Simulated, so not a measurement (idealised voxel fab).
This is a process module. Its name is voxel capacitor over wiring.
Square cells of 5 nm make up the cross-section cut, whose width is 300 nm.
The cross-sections in this document take the form of a grid made of square cells. They are written out as bands, in order from top to bottom. Each band consists of one or more rows of cells. Quick guide to a band line: top height, bottom height (nm) up front; then every material left to right with its width in nm. Only one material and it's marked "all across"? Then it fills the band edge to edge. And "air" just means empty space. Note: height 0 marks the level under which the wafer is uniformly one material as received. Lowest band unbounded below, written "z 0 and below". Note: "30->40" means the width goes from the first number (top row of the band) to the second number (bottom row) in equal steps per row of cells. Where a step carries "nothing changed", the cross-section came out of it unchanged, cell for cell. Voids not open to the top, 8 cells minimum: see "Sealed cavities". Written width x height at distance; distance is from the left edge; nm. On each step's line, the part that comes after the settings is the simulator's own comment on the step. "overlay nm" on a masked step: distance the mask lay right of its planned place, negative for left.

So here's the lineup of process steps we planned
| 1 | RECEIVE: material Si |
| 2 | CONFORMAL_DEP: material SiO2, thk nm 15 |
| 3 | CONFORMAL_DEP: material SiN, thk nm 5 |
| 4 | DIRECTIONAL_DEP: material lowk, thk nm 20 |
| 5 | PATTERN: tone open, mask id METAL_1, material resist, width nm 20, pitch nm 90, thk nm 20, overlay nm 0 |
| 6 | DIRECTIONAL_ETCH: etch materials lowk, depth nm 20 |
| 7 | DIRECTIONAL_ETCH: etch materials SiN, depth nm 5 |
| 8 | STRIP: etch materials resist |
| 9 | CONFORMAL_DEP: material TiN, thk nm 5 |
| 10 | FILL_DEP: material Cu, thk nm 5 |
| 11 | CMP: height nm 40 |
| 12 | CONFORMAL_DEP: material SiCN, thk nm 5 |
| 13 | DIRECTIONAL_DEP: material lowk, thk nm 20 |
| 14 | PATTERN: tone open, mask id PLUG_1, material resist, width nm 15, thk nm 20, overlay nm 0 |
| 15 | DIRECTIONAL_ETCH: etch materials lowk, depth nm 20 |
| 16 | DIRECTIONAL_ETCH: etch materials SiCN, depth nm 5 |
| 17 | STRIP: etch materials resist |
| 18 | CONFORMAL_DEP: material TiN, thk nm 5 |
| 19 | FILL_DEP: material Ru, thk nm 10 |
| 20 | CMP: height nm 65 |
| 21 | DIRECTIONAL_DEP: material TiN, thk nm 5 |
| 22 | DIRECTIONAL_DEP: material HfO2, thk nm 5 |
| 23 | DIRECTIONAL_DEP: material TiN, thk nm 5 |
| 24 | DIRECTIONAL_DEP: material aC, thk nm 15 |
| 25 | PATTERN: tone cover, mask id UPPER_PLATE, material resist, width nm 75, thk nm 35, overlay nm 0 |
| 26 | DIRECTIONAL_ETCH: etch materials aC, depth nm 15 |
| 27 | STRIP: etch materials resist |
| 28 | DIRECTIONAL_ETCH: etch materials TiN, depth nm 5 |
| 29 | DIRECTIONAL_ETCH: etch materials HfO2, depth nm 5 |
| 30 | STRIP: etch materials aC |
| 31 | MASKED_ETCH: tone cover, mask id LOWER_PLATE, width nm 85, etch materials TiN, depth nm 5, overlay nm 0 |
| 32 | FILL_DEP: material SiO2, thk nm 15 |
| 33 | CMP: height nm 90 |
| 34 | MASKED_ETCH: tone open, mask id PLUG_2, width nm 15, etch materials SiO2, depth nm 10, overlay nm 0 |
| 35 | CONFORMAL_DEP: material TiN, thk nm 5 |
| 36 | FILL_DEP: material Cu, thk nm 10 |
| 37 | CMP: height nm 90 |
| 38 | CONFORMAL_DEP: material SiCN, thk nm 5 |

Wafer cross-section on receipt, i.e. after step 1
  z 0 and below  Si all across
  Sealed cavities: none

Wafer cross-section at end of module: start and plan as shown above, one execution error
  z 95 to 90  SiCN all across
  z 90 to 85  110 of SiO2 | 5 of TiN | 5 of Cu | 5 of TiN | 175 of SiO2
  z 85 to 75  110->100 of SiO2 | 15->75 of TiN | 175->125 of SiO2
  z 75 to 70  100 of SiO2 | 75 of HfO2 | 125 of SiO2
  z 70 to 65  SiN all across
  z 65 to 45  100 of lowk | 5 of TiN | 5 of Ru | 5 of TiN | 185 of lowk
  z 45 to 40  100 of SiCN | 15 of TiN | 185 of SiCN
  z 40 to 20  95 of lowk | 5 of TiN | 10 of Cu | 5 of TiN | 70 of lowk | 5 of TiN | 10 of Cu | 5 of TiN | 95 of lowk
  z 20 to 15  95 of SiN | 20 of TiN | 70 of SiN | 20 of TiN | 95 of SiN
  z 15 to 0  SiO2 all across
  z 0 and below  Si all across
  Sealed cavities: none
Deviation from plan: step 21 did not happen as planned, as run it was DIRECTIONAL_DEP: material SiN, thk nm 5
